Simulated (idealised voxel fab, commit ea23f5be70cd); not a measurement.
Herein follows the process module entitled voxel plated lines.
For reference, the cross-section in this document is cut, with width 245 nm and square cells of 5 nm.
Notation: cross-section as square-cell grid; stated in bands, top first, going down; one or more cell rows per band.
Quick guide to a band line: top height, bottom height (nm) up front; then every material left to right with its width in nm. Only one material and it's marked "everywhere"? Then it fills the band edge to edge. And "empty" just means empty space.
Heights from 0 (as-received wafer is one material below). Bottom band endless downward, as "0 down".
A width given as "30..40" starts at the first number in the band's top row and ends at the second number in its bottom row, shifting by an equal amount at every step from row to row.
Where a step carries "nothing got changed", the cross-section came out of it unchanged, cell for cell.
"Enclosed voids": sealed empty spaces, 8 cells or more, no open way to top, listed width x height at distance, with distance from the left edge and width, height and distance in nm.
That trailing text on a step's line, after the settings, is the simulator's own remark on the step.
The optional step-line setting "overlay nm" applies to steps with a mask and quantifies how far to the right of its planned location the mask lay, a negative value indicating leftward placement.

[Process steps foreseen in the plan]
1. RECEIVE (material Si)
2. CONFORMAL_DEP (material SiN; thk nm 15)
3. DIRECTIONAL_DEP (material TiN; thk nm 5)
4. PATTERN (tone open; mask id LINES; material resist; width nm 15; pitch nm 35; thk nm 40; overlay nm 0)
5. EPI (material Ru; thk nm 5)
6. EPI (material Ru; thk nm 5)
7. EPI (material Ru; thk nm 5)
8. STRIP (etch materials resist)
9. DIRECTIONAL_ETCH (etch materials TiN; depth nm 5)
10. CONFORMAL_DEP (material SiN; thk nm 10)

[The first of a set of two wafers, run to plan]

[As-received state of the wafer in cross-section, equivalent to post-step 1]
  0 down = Si everywhere
  Enclosed voids: none

[Wafer after step 2 (cross-section)]
  15 to 0 = SiN everywhere
  Lower than 0, everything is as it was.

[Wafer after step 3 (cross-section)]
  20 to 15 = TiN everywhere
  Lower than 15, everything is as it was.

[Wafer after step 4 (cross-section)]
  60 to 20 = 80 of resist | 15 of empty | 20 of resist | 15 of empty | 20 of resist | 15 of empty | 80 of resist
  Lower than 20, everything is as it was.

[Wafer after step 5 (cross-section)]
  60 to 25 = 80 of resist | 15 of empty | 20 of resist | 15 of empty | 20 of resist | 15 of empty | 80 of resist
  25 to 20 = 80 of resist | 15 of Ru | 20 of resist | 15 of Ru | 20 of resist | 15 of Ru | 80 of resist
  Lower than 20, everything is as it was.

[Wafer after step 6 (cross-section)]
  60 to 30 = 80 of resist | 15 of empty | 20 of resist | 15 of empty | 20 of resist | 15 of empty | 80 of resist
  30 to 20 = 80 of resist | 15 of Ru | 20 of resist | 15 of Ru | 20 of resist | 15 of Ru | 80 of resist
  Lower than 20, everything is as it was.

[Wafer after step 7 (cross-section)]
  60 to 35 = 80 of resist | 15 of empty | 20 of resist | 15 of empty | 20 of resist | 15 of empty | 80 of resist
  35 to 20 = 80 of resist | 15 of Ru | 20 of resist | 15 of Ru | 20 of resist | 15 of Ru | 80 of resist
  Lower than 20, everything is as it was.

[Wafer after step 8 (cross-section)]
  35 to 20 = 80 of empty | 15 of Ru | 20 of empty | 15 of Ru | 20 of empty | 15 of Ru | 80 of empty
  Lower than 20, everything is as it was.

[Wafer after step 9 (cross-section)]
  35 to 20 = 80 of empty | 15 of Ru | 20 of empty | 15 of Ru | 20 of empty | 15 of Ru | 80 of empty
  20 to 15 = 80 of empty | 15 of TiN | 20 of empty | 15 of TiN | 20 of empty | 15 of TiN | 80 of empty
  Lower than 15, everything is as it was.

[Wafer after step 10 (cross-section)]
  45 to 35 = 70 of empty | 105 of SiN | 70 of empty
  35 to 25 = 70 of empty | 10 of SiN | 15 of Ru | 20 of SiN | 15 of Ru | 20 of SiN | 15 of Ru | 10 of SiN | 70 of empty
  25 to 20 = 80 of SiN | 15 of Ru | 20 of SiN | 15 of Ru | 20 of SiN | 15 of Ru | 80 of SiN
  20 to 15 = 80 of SiN | 15 of TiN | 20 of SiN | 15 of TiN | 20 of SiN | 15 of TiN | 80 of SiN
  Lower than 15, everything is as it was.

[Here the second wafer is described. Its start and its plan were those of the first wafer. Its run contained one mistake. Up to and including step 9, it did exactly what the first wafer did]

[Second wafer: cross-section at the scheduled end of step 10]
  45 to 25 = 70 of empty | 105 of Ru | 70 of empty
  25 to 20 = Ru everywhere
  20 to 15 = 80 of Ru | 15 of TiN | 20 of Ru | 15 of TiN | 20 of Ru | 15 of TiN | 80 of Ru
  Lower than 15, everything is as it was.
Error vs. plan: step 10 deviated from plan and actually ran as CONFORMAL_DEP (material Ru; thk nm 10)
Once processing is complete, comparing cell counts shows that the second wafer has more or fewer of certain materials than the first: Ru: 146 more; SiN: 146 fewer
